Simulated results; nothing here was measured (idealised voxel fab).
Proc. module: voxel local oxidation
Square cell edge 5 nm, section width 185 nm, ID cut.
When this document writes out a cross-section, it uses a grid of square cells and lists it as bands, beginning at the top and moving down, with a band standing for one or more rows of cells.
Top, bottom (nm), then materials left to right with widths (nm); lone material tagged "all across" fills the whole band edge to edge; "empty" = empty space.
Zero point of the height axis is 0; under it, received wafer = one material. Lowest band: continues down indefinitely, "0 nm and below".
Read "30 to 40" as a graded width: first number on top, second number at the bottom, same change between each pair of neighbouring rows.
Given "nothing different" for a step, no cell of the cross-section differs between before and after that step.
"Closed internal voids" specifies each empty space that is not open to the top and that occupies no fewer than 8 cells, using the form width x height at distance, the distance measured from the left edge and all three quantities in nm.
It should be noted that, on the line of a given step, the content following the step's settings is a remark produced by the simulator itself with respect to that step.
The line of a step may include "overlay nm". On a step with a mask, this value is how far to the right of its planned place the mask lay. A negative value means the mask lay to the left.

### List of planned process steps
| 1 | RECEIVE, material Si |
| 2 | OXIDIZE, depth nm 5 |
| 3 | CONFORMAL_DEP, material SiN, thk nm 15 |
| 4 | DIRECTIONAL_DEP, material aC, thk nm 15 |
| 5 | PATTERN, tone cover, mask id ACTIVE, material resist, width nm 90, thk nm 35, overlay nm 0 |
| 6 | DIRECTIONAL_ETCH, etch materials aC, depth nm 15 |
| 7 | STRIP, etch materials resist |
| 8 | DIRECTIONAL_ETCH, etch materials SiN, depth nm 15 |
| 9 | STRIP, etch materials aC |
| 10 | SELECTIVE_ETCH, etch materials SiO2, depth nm 5 |
| 11 | OXIDIZE, depth nm 15 |
| 12 | STRIP, etch materials SiN |

### Wafer, first of two, run as planned

### Cross-section of the wafer as it came to us, i.e., already through step 1
* 0 nm and below | Si all across
* Closed internal voids: none

### Cross-section through the wafer, step 2 finished
* 0 nm to -5 nm | SiO2 all across
* Below -5, the layers are the same as they were.

### Cross-section through the wafer, step 3 finished
* 15 nm to 0 nm | SiN all across
* Below 0, the layers are the same as they were.

### Cross-section through the wafer, step 4 finished
* 30 nm to 15 nm | aC all across
* Below 15, the layers are the same as they were.

### Cross-section through the wafer, step 5 finished
* 65 nm to 30 nm | 45 nm empty; 90 nm resist; 50 nm empty
* Below 30, the layers are the same as they were.

### Cross-section through the wafer, step 6 finished
* 50 nm to 30 nm | 45 nm empty; 90 nm resist; 50 nm empty
* 30 nm to 15 nm | 45 nm empty; 90 nm aC; 50 nm empty
* Below 15, the layers are the same as they were.

### Cross-section through the wafer, step 7 finished
* 30 nm to 15 nm | 45 nm empty; 90 nm aC; 50 nm empty
* Below 15, the layers are the same as they were.

### Cross-section through the wafer, step 8 finished
* 30 nm to 15 nm | 45 nm empty; 90 nm aC; 50 nm empty
* 15 nm to 0 nm | 45 nm empty; 90 nm SiN; 50 nm empty
* Below 0, the layers are the same as they were.

### Cross-section through the wafer, step 9 finished
* 15 nm to 0 nm | 45 nm empty; 90 nm SiN; 50 nm empty
* Below 0, the layers are the same as they were.

### Cross-section through the wafer, step 10 finished
* 15 nm to 0 nm | 45 nm empty; 90 nm SiN; 50 nm empty
* 0 nm to -5 nm | 50 nm empty; 80 nm SiO2; 55 nm empty
* Below -5, the layers are the same as they were.

### Cross-section through the wafer, step 11 finished
* 15 nm to 0 nm | 45 nm empty; 90 nm SiN; 50 nm empty
* 0 nm to -5 nm | 50 nm empty; 80 nm SiO2; 55 nm empty
* -5 nm to -20 nm | 65 nm SiO2; 50 nm Si; 70 nm SiO2
* Below -20, the layers are the same as they were.

### Cross-section through the wafer, step 12 finished
* 0 nm to -5 nm | 50 nm empty; 80 nm SiO2; 55 nm empty
* Below -5, the layers are the same as they were.

### It is to be noted that the second wafer proceeded from the same initial state and according to the same plan as the first, although one mistake was committed in its execution; through step 8, inclusive, the two wafers share an identical history

### The second wafer in cross-section, at the planned close of step 9
* 30 nm to 15 nm | 45 nm empty; 90 nm aC; 50 nm empty
* 15 nm to 0 nm | 45 nm empty; 90 nm SiN; 50 nm empty
* 0 nm to -5 nm | 50 nm empty; 80 nm SiO2; 55 nm empty
* Below -5, the layers are the same as they were.

### The second wafer in cross-section, at the planned close of step 10
* 15 nm to 0 nm | 45 nm empty; 90 nm SiN; 50 nm empty
* Below 0, the layers are the same as they were.

### The second wafer in cross-section, at the planned close of step 11
* 15 nm to 0 nm | 45 nm empty; 90 nm SiN; 50 nm empty
* 0 nm to -5 nm | 50 nm empty; 80 nm SiO2; 55 nm empty
* -5 nm to -20 nm | 65 nm SiO2; 50 nm Si; 70 nm SiO2
* Below -20, the layers are the same as they were.

### The second wafer in cross-section, at the planned close of step 12
* 0 nm to -5 nm | 50 nm empty; 80 nm SiO2; 55 nm empty
* Below -5, the layers are the same as they were.
Where did the run depart from the plan? steps 9 and 10 of the plan were each performed in the slot designated for the other
If you compare the two wafers at the end, their cross-sections are the same, so as far as this model is concerned the mistake changes nothing.
